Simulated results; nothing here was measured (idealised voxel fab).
process module | voxel tone inversion
cross-section cut | 190 nm wide | cells 5 nm
A cross-section is a grid of square cells, given in bands from the top down. A band is one or more rows of cells.
Each band's line starts with the height of the band's top and of its bottom, in nm. Then come its materials from left to right, each with its width in nm. One material with "throughout" fills the band from edge to edge. "air" is empty space.
Height 0 is the level under which the wafer as received is all one material. The lowest band goes on downwards, as in "0 down".
A width such as "30 to 40" changes by the same amount from each row of cells to the next, from the band's top row to its bottom row.
"no change" after a step means that no cell of the cross-section changed.
closed voids: empty space of 8 cells or more with no open way to the top, each as width x height at its distance from the left edge, in nm
after a step's settings: what the simulator itself notes on the step
overlay nm, on a step with a mask: how far to the right of its planned place the mask lay; to the left if negative
plan
1 op RECEIVE | material Si
2 op CONFORMAL_DEP | material SiN | thk nm 10
3 op DIRECTIONAL_DEP | material polySi | thk nm 15
4 op PATTERN | tone cover | mask id POSTS | material resist | width nm 25 | pitch nm 45 | thk nm 25 | overlay nm 0
5 op DIRECTIONAL_ETCH | etch materials polySi | depth nm 15
6 op STRIP | etch materials resist
7 op FILL_DEP | material SiO2 | thk nm 5
8 op CMP | height nm 25
9 op STRIP | etch materials polySi
first wafer, as planned
as received, after step 1
  0 down: Si throughout
  closed voids: none
after step 2
  10 to 0: SiN throughout
  below 0: unchanged
after step 3
  25 to 10: polySi throughout
  below 10: unchanged
after step 4
  50 to 25: air 15 | resist 25 | air 20 | resist 25 | air 20 | resist 25 | air 20 | resist 25 | air 15
  below 25: unchanged
after step 5
  50 to 25: air 15 | resist 25 | air 20 | resist 25 | air 20 | resist 25 | air 20 | resist 25 | air 15
  25 to 10: air 15 | polySi 25 | air 20 | polySi 25 | air 20 | polySi 25 | air 20 | polySi 25 | air 15
  below 10: unchanged
after step 6
  25 to 10: air 15 | polySi 25 | air 20 | polySi 25 | air 20 | polySi 25 | air 20 | polySi 25 | air 15
  below 10: unchanged
after step 7
  30 to 25: SiO2 throughout
  25 to 10: SiO2 15 | polySi 25 | SiO2 20 | polySi 25 | SiO2 20 | polySi 25 | SiO2 20 | polySi 25 | SiO2 15
  below 10: unchanged
after step 8
  25 to 10: SiO2 15 | polySi 25 | SiO2 20 | polySi 25 | SiO2 20 | polySi 25 | SiO2 20 | polySi 25 | SiO2 15
  below 10: unchanged
after step 9
  25 to 10: SiO2 15 | air 25 | SiO2 20 | air 25 | SiO2 20 | air 25 | SiO2 20 | air 25 | SiO2 15
  below 10: unchanged
second wafer: like start, like plan, one mistake. Through step 6 it matches the first wafer
when step 7 should have ended
  30 to 25: SiN throughout
  25 to 10: SiN 15 | polySi 25 | SiN 20 | polySi 25 | SiN 20 | polySi 25 | SiN 20 | polySi 25 | SiN 15
  below 10: unchanged
when step 8 should have ended
  25 to 10: SiN 15 | polySi 25 | SiN 20 | polySi 25 | SiN 20 | polySi 25 | SiN 20 | polySi 25 | SiN 15
  below 10: unchanged
when step 9 should have ended
  25 to 10: SiN 15 | air 25 | SiN 20 | air 25 | SiN 20 | air 25 | SiN 20 | air 25 | SiN 15
  below 10: unchanged
what went wrong: step 7 ran as: op FILL_DEP | material SiN | thk nm 5
at the end the second wafer has, in cells: 54 more of SiN | 54 fewer of SiO2
